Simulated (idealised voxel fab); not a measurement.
process module | voxel capacitor over wiring
cross-section cut | 155 nm wide | cells 5 nm
A cross-section is a grid of square cells, given in bands from the top down. A band is one or more rows of cells.
Each band's line starts with the height of the band's top and of its bottom, in nm. Then come its materials from left to right, each with its width in nm. One material with "throughout" fills the band from edge to edge. "air" is empty space.
Height 0 is the level under which the wafer as received is all one material. The lowest band goes on downwards, as in "0 down".
A width such as "30 to 40" changes by the same amount from each row of cells to the next, from the band's top row to its bottom row.
"no change" after a step means that no cell of the cross-section changed.
closed voids: empty space of 8 cells or more with no open way to the top, each as width x height at its distance from the left edge, in nm
after a step's settings: what the simulator itself notes on the step
overlay nm, on a step with a mask: how far to the right of its planned place the mask lay; to the left if negative
plan
1 op RECEIVE | material Si
2 op CONFORMAL_DEP | material SiO2 | thk nm 10
3 op CONFORMAL_DEP | material SiCN | thk nm 5
4 op DIRECTIONAL_DEP | material SiO2 | thk nm 20
5 op DIRECTIONAL_DEP | material aC | thk nm 15
6 op PATTERN | tone open | mask id METAL_1 | material resist | width nm 30 | pitch nm 90 | thk nm 35 | overlay nm 0
7 op DIRECTIONAL_ETCH | etch materials aC | depth nm 15
8 op STRIP | etch materials resist
9 op DIRECTIONAL_ETCH | etch materials SiO2 | depth nm 20
10 op DIRECTIONAL_ETCH | etch materials SiCN | depth nm 5
11 op STRIP | etch materials aC
12 op CONFORMAL_DEP | material TiN | thk nm 5
13 op FILL_DEP | material Ru | thk nm 10
14 op CMP | height nm 35
15 op CONFORMAL_DEP | material SiCN | thk nm 5
16 op DIRECTIONAL_DEP | material SiO2 | thk nm 20
17 op PATTERN | tone open | mask id PLUG_1 | material resist | width nm 15 | thk nm 20 | overlay nm 0
18 op DIRECTIONAL_ETCH | etch materials SiO2 | depth nm 20
19 op DIRECTIONAL_ETCH | etch materials SiCN | depth nm 5
20 op STRIP | etch materials resist
21 op EPI | material Ru | thk nm 10
22 op EPI | material Ru | thk nm 10
23 op EPI | material Ru | thk nm 5
24 op DIRECTIONAL_DEP | material TiN | thk nm 10
25 op DIRECTIONAL_DEP | material Al2O3 | thk nm 5
26 op DIRECTIONAL_DEP | material TiN | thk nm 10
27 op DIRECTIONAL_DEP | material aC | thk nm 15
28 op PATTERN | tone cover | mask id UPPER_PLATE | material resist | width nm 65 | thk nm 30 | overlay nm 0
29 op DIRECTIONAL_ETCH | etch materials aC | depth nm 15
30 op STRIP | etch materials resist
31 op DIRECTIONAL_ETCH | etch materials TiN | depth nm 10
32 op DIRECTIONAL_ETCH | etch materials Al2O3 | depth nm 5
33 op STRIP | etch materials aC
34 op DIRECTIONAL_DEP | material aC | thk nm 10
35 op PATTERN | tone cover | mask id LOWER_PLATE | material resist | width nm 75 | thk nm 30 | overlay nm 0
36 op DIRECTIONAL_ETCH | etch materials aC | depth nm 10
37 op STRIP | etch materials resist
38 op DIRECTIONAL_ETCH | etch materials TiN | depth nm 10
39 op STRIP | etch materials aC
40 op FILL_DEP | material SiO2 | thk nm 15
41 op CMP | height nm 95
42 op DIRECTIONAL_DEP | material aC | thk nm 15
43 op PATTERN | tone open | mask id PLUG_2 | material resist | width nm 15 | thk nm 35 | overlay nm 0
44 op DIRECTIONAL_ETCH | etch materials aC | depth nm 15
45 op STRIP | etch materials resist
46 op DIRECTIONAL_ETCH | etch materials SiO2 | depth nm 10
47 op STRIP | etch materials aC
48 op CONFORMAL_DEP | material TiN | thk nm 5
49 op FILL_DEP | material Ru | thk nm 10
50 op CMP | height nm 95
51 op CONFORMAL_DEP | material SiN | thk nm 5
as received, after step 1
  0 down: Si throughout
  closed voids: none
a wafer at the end: this start, this plan, one mistake
  100 to 95: SiN throughout
  95 to 85: SiO2 30 | TiN 25 | SiO2 100
  85 to 80: SiO2 30 | Al2O3 25 | TiN 40 | SiO2 60
  80 to 75: SiO2 25 | TiN 70 | SiO2 60
  75 to 70: SiO2 25 | TiN 30 | Al2O3 40 | SiO2 60
  70 to 60: SiO2 20 | Ru 35 | TiN 45 | SiO2 55
  60 to 40: SiO2 30 | Ru 15 | SiO2 110
  40 to 35: SiCN 30 | Ru 15 | SiCN 110
  35 to 15: SiO2 15 | TiN 5 | Ru 20 | TiN 5 | SiO2 60 | TiN 5 | Ru 20 | TiN 5 | SiO2 20
  15 to 10: SiCN 15 | TiN 30 | SiCN 60 | TiN 30 | SiCN 20
  10 to 0: SiO2 throughout
  0 down: Si throughout
  closed voids: none
what went wrong: one of the steps 21 and 22, which are alike, was run twice
